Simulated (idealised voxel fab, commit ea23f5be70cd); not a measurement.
The process module that follows is named voxel gate over fins.
For reference, the cross-section in this document is cut, with width 265 nm and square cells of 5 nm.
Notation: cross-section as square-cell grid; stated in bands, top first, going down; one or more cell rows per band.
Top height, bottom height, nm. Materials left to right, width each, nm. Single material + "throughout" = fills band edge to edge. "air" = empty.
We count height from 0. Below that, the starting wafer is all one material. The lowest band never ends at the bottom but goes on down; see "0..down" for how that is written.
The two numbers in a width such as "30 to 40" mark its ends across the band: the first belongs to the top row of cells, the second to the bottom row, and from each row to the next the width moves by the same amount.
What does "nothing was modified" mean for a step? It means no cell of the cross-section changed in that step.
In the "Unvented internal voids" entry, you get each enclosed empty space of 8 cells or more, one with no open way to the top, written width x height at distance, distance from the left edge, in nm.
That trailing text on a step's line, after the settings, is the simulator's own remark on the step.
The line of a step may include "overlay nm". On a step with a mask, this value is how far to the right of its planned place the mask lay. A negative value means the mask lay to the left.
[Listed below are the process steps as planned]
| 1 | RECEIVE, material Si |
| 2 | CONFORMAL_DEP, material SiN, thk nm 5 |
| 3 | MASKED_ETCH, tone cover, mask id FINS, width nm 15, pitch nm 60, etch materials SiN, depth nm 5, overlay nm 0 |
| 4 | MASKED_ETCH, tone cover, mask id FINS, width nm 15, pitch nm 60, etch materials Si, depth nm 30, overlay nm 0 |
| 5 | OXIDIZE, depth nm 5 |
| 6 | FILL_DEP, material SiO2, thk nm 5 |
| 7 | CMP, height nm 5 |
| 8 | PATTERN, tone open, mask id RAIL, material resist, width nm 15, thk nm 15, overlay nm 0 |
| 9 | DIRECTIONAL_ETCH, etch materials SiO2, depth nm 30 |
| 10 | STRIP, etch materials resist |
| 11 | CONFORMAL_DEP, material TiN, thk nm 5 |
| 12 | FILL_DEP, material W, thk nm 5 |
| 13 | CMP, height nm 5 |
| 14 | SELECTIVE_ETCH, etch materials W Ru TiN, depth nm 25 |
| 15 | FILL_DEP, material SiO2, thk nm 5 |
| 16 | CMP, height nm 5 |
| 17 | SELECTIVE_ETCH, etch materials SiO2, depth nm 15 |
| 18 | STRIP, etch materials SiN |
| 19 | CONFORMAL_DEP, material HfO2, thk nm 5 |
| 20 | CONFORMAL_DEP, material TiN, thk nm 5 |
| 21 | CONFORMAL_DEP, material TiAl, thk nm 5 |
| 22 | CONFORMAL_DEP, material TiN, thk nm 5 |
| 23 | FILL_DEP, material W, thk nm 10 |
| 24 | CMP, height nm 25 |
| 25 | CONFORMAL_DEP, material SiN, thk nm 5 |
[First of the two wafers, run per plan]
[This is the cross-section of the wafer as we received it, i.e. after step 1]
> 0..down  Si throughout
> Unvented internal voids: none
[Wafer xsec, post step 2]
> 5..0  SiN throughout
> Beneath the level 0, the cross-section is identical to its previous state.
[Wafer xsec, post step 3]
> 5..0  air 95 nm; SiN 15 nm; air 45 nm; SiN 15 nm; air 95 nm
> Beneath the level 0, the cross-section is identical to its previous state.
[Wafer xsec, post step 4]
> 5..0  air 95 nm; SiN 15 nm; air 45 nm; SiN 15 nm; air 95 nm
> 0..-30  air 95 nm; Si 15 nm; air 45 nm; Si 15 nm; air 95 nm
> Beneath the level -30, the cross-section is identical to its previous state.
[Wafer xsec, post step 5]
> 5..0  air 95 nm; SiN 15 nm; air 45 nm; SiN 15 nm; air 95 nm
> 0..-30  air 95 nm; SiO2 5 nm; Si 5 nm; SiO2 5 nm; air 45 nm; SiO2 5 nm; Si 5 nm; SiO2 5 nm; air 95 nm
> -30..-35  SiO2 100 nm; Si 5 nm; SiO2 55 nm; Si 5 nm; SiO2 100 nm
> Beneath the level -35, the cross-section is identical to its previous state.
[Wafer xsec, post step 6]
> 10..5  SiO2 throughout
> 5..0  SiO2 95 nm; SiN 15 nm; SiO2 45 nm; SiN 15 nm; SiO2 95 nm
> 0..-35  SiO2 100 nm; Si 5 nm; SiO2 55 nm; Si 5 nm; SiO2 100 nm
> Beneath the level -35, the cross-section is identical to its previous state.
[Wafer xsec, post step 7]
> 5..0  SiO2 95 nm; SiN 15 nm; SiO2 45 nm; SiN 15 nm; SiO2 95 nm
> Beneath the level 0, the cross-section is identical to its previous state.
[Wafer xsec, post step 8]
> 20..5  resist 125 nm; air 15 nm; resist 125 nm
> Beneath the level 5, the cross-section is identical to its previous state.
[Wafer xsec, post step 9]
> 20..5  resist 125 nm; air 15 nm; resist 125 nm
> 5..0  SiO2 95 nm; SiN 15 nm; SiO2 15 nm; air 15 nm; SiO2 15 nm; SiN 15 nm; SiO2 95 nm
> 0..-25  SiO2 100 nm; Si 5 nm; SiO2 20 nm; air 15 nm; SiO2 20 nm; Si 5 nm; SiO2 100 nm
> Beneath the level -25, the cross-section is identical to its previous state.
[Wafer xsec, post step 10]
> 5..0  SiO2 95 nm; SiN 15 nm; SiO2 15 nm; air 15 nm; SiO2 15 nm; SiN 15 nm; SiO2 95 nm
> Beneath the level 0, the cross-section is identical to its previous state.
[Wafer xsec, post step 11]
> 10..5  TiN 130 nm; air 5 nm; TiN 130 nm
> 5..0  SiO2 95 nm; SiN 15 nm; SiO2 15 nm; TiN 5 nm; air 5 nm; TiN 5 nm; SiO2 15 nm; SiN 15 nm; SiO2 95 nm
> 0..-20  SiO2 100 nm; Si 5 nm; SiO2 20 nm; TiN 5 nm; air 5 nm; TiN 5 nm; SiO2 20 nm; Si 5 nm; SiO2 100 nm
> -20..-25  SiO2 100 nm; Si 5 nm; SiO2 20 nm; TiN 15 nm; SiO2 20 nm; Si 5 nm; SiO2 100 nm
> Beneath the level -25, the cross-section is identical to its previous state.
[Wafer xsec, post step 12]
> 15..10  W throughout
> 10..5  TiN 130 nm; W 5 nm; TiN 130 nm
> 5..0  SiO2 95 nm; SiN 15 nm; SiO2 15 nm; TiN 5 nm; W 5 nm; TiN 5 nm; SiO2 15 nm; SiN 15 nm; SiO2 95 nm
> 0..-20  SiO2 100 nm; Si 5 nm; SiO2 20 nm; TiN 5 nm; W 5 nm; TiN 5 nm; SiO2 20 nm; Si 5 nm; SiO2 100 nm
> Beneath the level -20, the cross-section is identical to its previous state.
[Wafer xsec, post step 13]
> 5..0  SiO2 95 nm; SiN 15 nm; SiO2 15 nm; TiN 5 nm; W 5 nm; TiN 5 nm; SiO2 15 nm; SiN 15 nm; SiO2 95 nm
> Beneath the level 0, the cross-section is identical to its previous state.
[Wafer xsec, post step 14]
> 5..0  SiO2 95 nm; SiN 15 nm; SiO2 15 nm; air 15 nm; SiO2 15 nm; SiN 15 nm; SiO2 95 nm
> 0..-20  SiO2 100 nm; Si 5 nm; SiO2 20 nm; air 15 nm; SiO2 20 nm; Si 5 nm; SiO2 100 nm
> Beneath the level -20, the cross-section is identical to its previous state.
[Wafer xsec, post step 15]
> 10..5  SiO2 throughout
> 5..0  SiO2 95 nm; SiN 15 nm; SiO2 45 nm; SiN 15 nm; SiO2 95 nm
> 0..-20  SiO2 100 nm; Si 5 nm; SiO2 55 nm; Si 5 nm; SiO2 100 nm
> Beneath the level -20, the cross-section is identical to its previous state.
[Wafer xsec, post step 16]
> 5..0  SiO2 95 nm; SiN 15 nm; SiO2 45 nm; SiN 15 nm; SiO2 95 nm
> Beneath the level 0, the cross-section is identical to its previous state.
[Wafer xsec, post step 17]
> 5..0  air 95 nm; SiN 15 nm; air 45 nm; SiN 15 nm; air 95 nm
> 0..-10  air 100 nm; Si 5 nm; air 55 nm; Si 5 nm; air 100 nm
> Beneath the level -10, the cross-section is identical to its previous state.
[Wafer xsec, post step 18]
> 0..-10  air 100 nm; Si 5 nm; air 55 nm; Si 5 nm; air 100 nm
> Beneath the level -10, the cross-section is identical to its previous state.
[Wafer xsec, post step 19]
> 5..0  air 95 nm; HfO2 15 nm; air 45 nm; HfO2 15 nm; air 95 nm
> 0..-5  air 95 nm; HfO2 5 nm; Si 5 nm; HfO2 5 nm; air 45 nm; HfO2 5 nm; Si 5 nm; HfO2 5 nm; air 95 nm
> -5..-10  HfO2 100 nm; Si 5 nm; HfO2 55 nm; Si 5 nm; HfO2 100 nm
> Beneath the level -10, the cross-section is identical to its previous state.
[Wafer xsec, post step 20]
> 10..5  air 90 nm; TiN 25 nm; air 35 nm; TiN 25 nm; air 90 nm
> 5..0  air 90 nm; TiN 5 nm; HfO2 15 nm; TiN 5 nm; air 35 nm; TiN 5 nm; HfO2 15 nm; TiN 5 nm; air 90 nm
> 0..-5  TiN 95 nm; HfO2 5 nm; Si 5 nm; HfO2 5 nm; TiN 45 nm; HfO2 5 nm; Si 5 nm; HfO2 5 nm; TiN 95 nm
> Beneath the level -5, the cross-section is identical to its previous state.
[Wafer xsec, post step 21]
> 15..10  air 85 nm; TiAl 35 nm; air 25 nm; TiAl 35 nm; air 85 nm
> 10..5  air 85 nm; TiAl 5 nm; TiN 25 nm; TiAl 5 nm; air 25 nm; TiAl 5 nm; TiN 25 nm; TiAl 5 nm; air 85 nm
> 5..0  TiAl 90 nm; TiN 5 nm; HfO2 15 nm; TiN 5 nm; TiAl 35 nm; TiN 5 nm; HfO2 15 nm; TiN 5 nm; TiAl 90 nm
> Beneath the level 0, the cross-section is identical to its previous state.
[Wafer xsec, post step 22]
> 20..15  air 80 nm; TiN 45 nm; air 15 nm; TiN 45 nm; air 80 nm
> 15..10  air 80 nm; TiN 5 nm; TiAl 35 nm; TiN 5 nm; air 15 nm; TiN 5 nm; TiAl 35 nm; TiN 5 nm; air 80 nm
> 10..5  TiN 85 nm; TiAl 5 nm; TiN 25 nm; TiAl 5 nm; TiN 25 nm; TiAl 5 nm; TiN 25 nm; TiAl 5 nm; TiN 85 nm
> Beneath the level 5, the cross-section is identical to its previous state.
[Wafer xsec, post step 23]
> 30..20  W throughout
> 20..15  W 80 nm; TiN 45 nm; W 15 nm; TiN 45 nm; W 80 nm
> 15..10  W 80 nm; TiN 5 nm; TiAl 35 nm; TiN 5 nm; W 15 nm; TiN 5 nm; TiAl 35 nm; TiN 5 nm; W 80 nm
> Beneath the level 10, the cross-section is identical to its previous state.
[Wafer xsec, post step 24]
> 25..20  W throughout
> Beneath the level 20, the cross-section is identical to its previous state.
[Wafer xsec, post step 25]
> 30..25  SiN throughout
> Beneath the level 25, the cross-section is identical to its previous state.
[The Second Wafer: Common Origin and Plan, One Mistake in Execution, Identical to the First Through Step 20]
[What the second wafer looks like in cross-section when step 21 should have wrapped up]
> 25..15  air 75 nm; TiAl 55 nm; air 5 nm; TiAl 55 nm; air 75 nm
> 15..10  TiAl throughout
> 10..5  TiAl 90 nm; TiN 25 nm; TiAl 35 nm; TiN 25 nm; TiAl 90 nm
> 5..0  TiAl 90 nm; TiN 5 nm; HfO2 15 nm; TiN 5 nm; TiAl 35 nm; TiN 5 nm; HfO2 15 nm; TiN 5 nm; TiAl 90 nm
> Beneath the level 0, the cross-section is identical to its previous state.
[What the second wafer looks like in cross-section when step 22 should have wrapped up]
> 30..25  air 70 nm; TiN 125 nm; air 70 nm
> 25..20  air 70 nm; TiN 5 nm; TiAl 55 nm; TiN 5 nm; TiAl 55 nm; TiN 5 nm; air 70 nm
> 20..15  TiN 75 nm; TiAl 55 nm; TiN 5 nm; TiAl 55 nm; TiN 75 nm
> Beneath the level 15, the cross-section is identical to its previous state.
[What the second wafer looks like in cross-section when step 23 should have wrapped up]
> 40..30  W throughout
> 30..25  W 70 nm; TiN 125 nm; W 70 nm
> 25..20  W 70 nm; TiN 5 nm; TiAl 55 nm; TiN 5 nm; TiAl 55 nm; TiN 5 nm; W 70 nm
> Beneath the level 20, the cross-section is identical to its previous state.
[What the second wafer looks like in cross-section when step 24 should have wrapped up]
> 25..20  W 70 nm; TiN 5 nm; TiAl 55 nm; TiN 5 nm; TiAl 55 nm; TiN 5 nm; W 70 nm
> Beneath the level 20, the cross-section is identical to its previous state.
[What the second wafer looks like in cross-section when step 25 should have wrapped up]
> 30..25  SiN throughout
> Beneath the level 25, the cross-section is identical to its previous state.
So what did we get wrong on this run? step 21 did not use the planned setting and instead ran as CONFORMAL_DEP, material TiAl, thk nm 15
Materials where the second wafer ends with more or fewer cells than the first: 122 more of TiAl; 27 fewer of TiN; 95 fewer of W
